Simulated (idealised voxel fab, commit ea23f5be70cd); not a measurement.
Presented below is a process module, voxel fin reveal.
This is section cut - it's 250 nm across, gridded in 5 nm square cells.
Just so we're on the same page, the cross-sections are grids of square cells, and they're listed out in bands top to bottom, each band one or more rows deep.
First you get the band's top height and its bottom height, in nm, and then the materials it's made of, left to right, with each width in nm. If you see a single material with "everywhere", that one covers the band edge to edge. "empty" is empty space.
The reference from which all heights are counted is 0, the level beneath which the as-received wafer is entirely one material; the lowest band, having no lower bound, proceeds downward and is written after the example "0 nm and below".
A two-number width, for instance "30 to 40", indicates that the width is equal to the first number in the top row of the band and to the second number in the bottom row, and that it changes by a constant amount per row of cells.
Key: "no alterations made" - step with no changed cell in the cross-section.
"Closed empty spaces" specifies each empty space that is not open to the top and that occupies no fewer than 8 cells, using the form width x height at distance, the distance measured from the left edge and all three quantities in nm.
On a step's line, text after the settings is the simulator commenting on that step.
overlay nm: mask offset rightward from planned place, masked step; negative means leftward offset.

-- So here's the lineup of process steps we planned
- 1: RECEIVE,material Si
- 2: CONFORMAL_DEP,material SiN,thk nm 5
- 3: DIRECTIONAL_DEP,material aC,thk nm 15
- 4: PATTERN,tone cover,mask id FINS,material resist,width nm 15,pitch nm 35,thk nm 35,overlay nm 0
- 5: DIRECTIONAL_ETCH,etch materials aC,depth nm 15
- 6: STRIP,etch materials resist
- 7: DIRECTIONAL_ETCH,etch materials SiN,depth nm 5
- 8: DIRECTIONAL_ETCH,etch materials Si,depth nm 30
- 9: STRIP,etch materials aC
- 10: FILL_DEP,material SiO2,thk nm 5
- 11: CMP,height nm 5
- 12: SELECTIVE_ETCH,etch materials SiO2,depth nm 15
- 13: STRIP,etch materials SiN
- 14: CONFORMAL_DEP,material HfO2,thk nm 5
Wafers differ in depth nm at step 12; plan lists the first wafer's value; identical starting state.

-- First wafer of several, as received: cross-section after step 1
> 0 nm and below  Si everywhere
> Closed empty spaces: none

-- Module end state after final step 14: cross-section of the first of several wafers
> 5 nm to 0 nm  empty (60), HfO2 (25), empty (10), HfO2 (25), empty (10), HfO2 (25), empty (10), HfO2 (25), empty (60)
> 0 nm to -5 nm  empty (60), HfO2 (5), Si (15), HfO2 (5), empty (10), HfO2 (5), Si (15), HfO2 (5), empty (10), HfO2 (5), Si (15), HfO2 (5), empty (10), HfO2 (5), Si (15), HfO2 (5), empty (60)
> -5 nm to -10 nm  HfO2 (65), Si (15), HfO2 (20), Si (15), HfO2 (20), Si (15), HfO2 (20), Si (15), HfO2 (65)
> -10 nm to -30 nm  SiO2 (65), Si (15), SiO2 (20), Si (15), SiO2 (20), Si (15), SiO2 (20), Si (15), SiO2 (65)
> -30 nm and below  Si everywhere
> Closed empty spaces: none

-- Last wafer x-sec, end of module
> 5 nm to 0 nm  empty (60), HfO2 (25), empty (10), HfO2 (25), empty (10), HfO2 (25), empty (10), HfO2 (25), empty (60)
> 0 nm to -25 nm  empty (60), HfO2 (5), Si (15), HfO2 (5), empty (10), HfO2 (5), Si (15), HfO2 (5), empty (10), HfO2 (5), Si (15), HfO2 (5), empty (10), HfO2 (5), Si (15), HfO2 (5), empty (60)
> -25 nm to -30 nm  HfO2 (65), Si (15), HfO2 (20), Si (15), HfO2 (20), Si (15), HfO2 (20), Si (15), HfO2 (65)
> -30 nm and below  Si everywhere
> Closed empty spaces: none

-- Below: a row per wafer. Contents at end of module: for every material, cells gained since receipt (+) or lost since receipt (-); then closed voids
depth nm 15 | +66 HfO2 | -228 Si | +152 SiO2 | Closed empty spaces: none
depth nm 20 | +74 HfO2 | -228 Si | +114 SiO2 | Closed empty spaces: none
depth nm 25 | +82 HfO2 | -228 Si | +76 SiO2 | Closed empty spaces: none
depth nm 30 | +90 HfO2 | -228 Si | +38 SiO2 | Closed empty spaces: none
depth nm 35 | +98 HfO2 | -228 Si | Closed empty spaces: none
depth nm 40 | +98 HfO2 | -228 Si | Closed empty spaces: none
